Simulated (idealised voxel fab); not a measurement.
The document below concerns the process module designated voxel self aligned vias.
Section shown: cut. Width: 175 nm. Cell size: 5 nm, square.
Think of the cross-section as a grid of square cells. We describe it in bands, top to bottom, and each band covers one or more rows of those cells. Look at the band entry: it leads with the top's height and the bottom's height in nm. Then it lists the materials left to right, with a width in nm for each. The word "edge to edge" on a single material says that material fills the band edge to edge. The word "empty" is empty space. Below 0: as-received wafer, all one material; heights counted from there. Lowest band: no bottom, goes on down, written "0 nm and below". Width: "30..40" (first number = top row, second number = bottom row, same change from row to row of cells). A step reported as "nothing got changed" is a step in which no cell of the cross-section changed. "Enclosed void inventory": sealed empty spaces, 8 cells or more, no open way to top, listed width x height at distance, with distance from the left edge and width, height and distance in nm. It should be noted that, on the line of a given step, the content following the step's settings is a remark produced by the simulator itself with respect to that step. overlay nm: right-of-plan distance of the mask on a masked step; negative values mean left-of-plan.

## Below is the list of planned process steps
| 1 | RECEIVE | material Si |
| 2 | CONFORMAL_DEP | material SiO2 | thk nm 10 |
| 3 | CONFORMAL_DEP | material SiCN | thk nm 5 |
| 4 | DIRECTIONAL_DEP | material SiO2 | thk nm 25 |
| 5 | MASKED_ETCH | tone open | mask id LINES | width nm 25 | pitch nm 65 | etch materials SiO2 | depth nm 25 | overlay nm 0 |
| 6 | CONFORMAL_DEP | material TiN | thk nm 5 |
| 7 | FILL_DEP | material Ru | thk nm 5 |
| 8 | CMP | height nm 40 |
| 9 | SELECTIVE_ETCH | etch materials W Ru TiN | depth nm 5 |
| 10 | FILL_DEP | material SiN | thk nm 5 |
| 11 | CMP | height nm 40 |
| 12 | DIRECTIONAL_DEP | material SiO2 | thk nm 20 |
| 13 | DIRECTIONAL_DEP | material aC | thk nm 15 |
| 14 | PATTERN | tone open | mask id VIAS | material resist | width nm 35 | thk nm 35 | overlay nm 0 |
| 15 | DIRECTIONAL_ETCH | etch materials aC | depth nm 15 |
| 16 | STRIP | etch materials resist |
| 17 | DIRECTIONAL_ETCH | etch materials SiO2 | depth nm 20 |
| 18 | DIRECTIONAL_ETCH | etch materials SiN | depth nm 5 |
| 19 | STRIP | etch materials aC |
| 20 | CONFORMAL_DEP | material TiN | thk nm 5 |
| 21 | FILL_DEP | material Cu | thk nm 5 |
| 22 | CMP | height nm 60 |
| 23 | CONFORMAL_DEP | material SiCN | thk nm 5 |

## Wafer cross-section on receipt, i.e. after step 1
0 nm and below | Si edge to edge
Enclosed void inventory: none

## The first of two wafers, cross-sectioned at the end of the module, with the run proceeding as planned
65 nm to 60 nm | SiCN edge to edge
60 nm to 45 nm | 35 SiO2; 5 TiN; 25 Cu; 5 TiN; 105 SiO2
45 nm to 40 nm | 35 SiO2; 10 TiN; 15 Cu; 10 TiN; 105 SiO2
40 nm to 35 nm | 40 SiO2; 25 TiN; 40 SiO2; 25 SiN; 45 SiO2
35 nm to 20 nm | 40 SiO2; 5 TiN; 15 Ru; 5 TiN; 40 SiO2; 5 TiN; 15 Ru; 5 TiN; 45 SiO2
20 nm to 15 nm | 40 SiO2; 25 TiN; 40 SiO2; 25 TiN; 45 SiO2
15 nm to 10 nm | SiCN edge to edge
10 nm to 0 nm | SiO2 edge to edge
0 nm and below | Si edge to edge
Enclosed void inventory: none

## Second of two wafers, module complete, sectioned: it shares the first wafer's start and plan but was run with one mistake
65 nm to 60 nm | SiCN edge to edge
60 nm to 45 nm | 30 SiO2; 5 TiN; 25 Cu; 5 TiN; 110 SiO2
45 nm to 40 nm | 30 SiO2; 15 TiN; 15 Cu; 5 TiN; 110 SiO2
40 nm to 35 nm | 40 SiO2; 25 TiN; 40 SiO2; 25 SiN; 45 SiO2
35 nm to 20 nm | 40 SiO2; 5 TiN; 15 Ru; 5 TiN; 40 SiO2; 5 TiN; 15 Ru; 5 TiN; 45 SiO2
20 nm to 15 nm | 40 SiO2; 25 TiN; 40 SiO2; 25 TiN; 45 SiO2
15 nm to 10 nm | SiCN edge to edge
10 nm to 0 nm | SiO2 edge to edge
0 nm and below | Si edge to edge
Enclosed void inventory: none
Diagnosis: step 14 did not happen as planned, as run it was PATTERN | tone open | mask id VIAS | material resist | width nm 35 | thk nm 35 | overlay nm -5
Same inventory, different map: at the end, the second wafer holds as many cells of each material as the first, placed elsewhere.
